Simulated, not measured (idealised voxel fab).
The document below concerns the process module designated voxel double patterning.
The cross-section on display is named cut; it measures 185 nm wide, and its cells are 5 nm squares.
This document writes a cross-section as a grid whose cells are square, and gives it as bands, listed from the top down; one or more rows of cells form a band.
Basically the band line says how high the top is and how high the bottom is, in nm, and then what's in it from left to right, every material with its width in nm. Empty space shows up as "air", and if a single material carries "throughout" it runs the full band edge to edge.
For the purposes of this specification, 0 denotes the height below which the wafer in its as-received condition is composed wholly of one material, and the lowermost band, lacking a lower limit, extends downward without end, as expressed in "from 0 down".
A two-number width, for instance "30->40", indicates that the width is equal to the first number in the top row of the band and to the second number in the bottom row, and that it changes by a constant amount per row of cells.
The cross-section has no changed cell in any step marked "remains unaltered".
Heads up: "Listed closed voids" only lists the empty pockets with no open path to the top that are 8 cells or more, and it writes them as width x height at distance, distance from the left edge, in nm.
Anything after a step's settings on that line? It's the simulator's own note about the step.
overlay nm: mask offset rightward from planned place, masked step; negative means leftward offset.
### The following list gives the planned process steps
1,RECEIVE [material Si]
2,CONFORMAL_DEP [material SiO2] [thk nm 5]
3,DIRECTIONAL_DEP [material TiN] [thk nm 15]
4,DIRECTIONAL_DEP [material SiN] [thk nm 10]
5,DIRECTIONAL_DEP [material aC] [thk nm 15]
6,PATTERN [tone open] [mask id FIRST] [material resist] [width nm 15] [pitch nm 50] [thk nm 30] [overlay nm 0]
7,DIRECTIONAL_ETCH [etch materials aC] [depth nm 15]
8,STRIP [etch materials resist]
9,DIRECTIONAL_ETCH [etch materials SiN] [depth nm 10]
10,STRIP [etch materials aC]
11,PATTERN [tone open] [mask id SECOND] [material resist] [width nm 15] [pitch nm 50] [thk nm 20] [overlay nm 0]
12,DIRECTIONAL_ETCH [etch materials SiN] [depth nm 10]
13,STRIP [etch materials resist]
14,DIRECTIONAL_ETCH [etch materials TiN] [depth nm 15]
15,STRIP [etch materials SiN]
### Step 1 complete: cross-section of the wafer as received
> from 0 down | Si throughout
> Listed closed voids: none
### Starting wafer: above. Plan: above. Run: one mistake. Cross-section after the module: below
> from 35 to 20 | TiN 35 nm, then air 15 nm, then TiN 10 nm, then air 15 nm, then TiN 10 nm, then air 15 nm, then TiN 10 nm, then air 15 nm, then TiN 10 nm, then air 15 nm, then TiN 35 nm
> from 20 to 5 | TiN throughout
> from 5 to 0 | SiO2 throughout
> from 0 down | Si throughout
> Listed closed voids: none
In executing the process, a mistake was made relative to the plan: twice over, step 3 of the plan was run
